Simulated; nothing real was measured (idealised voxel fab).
Process module name: voxel tone inversion
The figure presents cross-section cut, which has a width of 265 nm and is divided into square cells with an edge length of 5 nm.
Reading order for cross-sections: top band down to bottom band. Underlying form: a grid of square cells. Band size: one or more rows of cells. Per band: top height and bottom height in nm, followed by the left-to-right materials and their widths in nm; "everywhere" marks a single material spanning edge to edge, "air" marks empty space. Convention: height 0 is the level below which the wafer, as received, is all one material. The lowest band does not terminate at the bottom but continues downward, represented as "0..down". It should be noted that a width expressed as "30->40" varies in equal increments from row to row of cells within the band, taking the value of the first number at the top row and that of the second number at the bottom row. What does "nothing changed" mean for a step? It means no cell of the cross-section changed in that step. "Closed void listing" means: voids of 8 cells or more that are shut off from the top with no open way through. Written width x height at distance, distance from the left edge, in nm. On each step's line, the part that comes after the settings is the simulator's own comment on the step. Among the settings permitted on a step's line is "overlay nm"; applied to a step with a mask, it specifies the extent to which the mask lay to the right of its planned position, whereas a negative figure signifies a position to the left.

THESE ARE THE STEPS WE PLANNED FOR THE PROCESS
1,RECEIVE [material Si]
2,CONFORMAL_DEP [material SiN] [thk nm 10]
3,DIRECTIONAL_DEP [material polySi] [thk nm 20]
4,PATTERN [tone cover] [mask id POSTS] [material resist] [width nm 15] [pitch nm 40] [thk nm 30] [overlay nm 0]
5,DIRECTIONAL_ETCH [etch materials polySi] [depth nm 20]
6,STRIP [etch materials resist]
7,FILL_DEP [material lowk] [thk nm 10]
8,CMP [height nm 30]
9,STRIP [etch materials polySi]

DELIVERED WAFER IN CROSS-SECTION: STATE AFTER STEP 1
* 0..down = Si everywhere
* Closed void listing: none

MODULE COMPLETE - CROSS-SECTION OF THE FIRST OF TWO WAFERS, RUN ACCORDING TO PLAN
* 30..10 = 65 lowk | 15 air | 25 lowk | 15 air | 25 lowk | 15 air | 25 lowk | 15 air | 65 lowk
* 10..0 = SiN everywhere
* 0..down = Si everywhere
* Closed void listing: none

NOW THE SECOND WAFER, CROSS-SECTIONED AT THE END OF THE MODULE. NOTHING DIFFERENT AT THE START, NOTHING DIFFERENT IN THE PLAN COMPARED WITH THE FIRST, JUST ONE MISTAKE WHEN IT WAS ACTUALLY RUN
* 30..20 = lowk everywhere
* 20..0 = 65 lowk | 15 polySi | 25 lowk | 15 polySi | 25 lowk | 15 polySi | 25 lowk | 15 polySi | 65 lowk
* 0..down = Si everywhere
* Closed void listing: none
In executing the process, a mistake was made relative to the plan: the plan's step 2 was left out and never carried out
Final cells, second wafer relative to first, materials higher or lower: -106 SiN; +106 lowk; +48 polySi
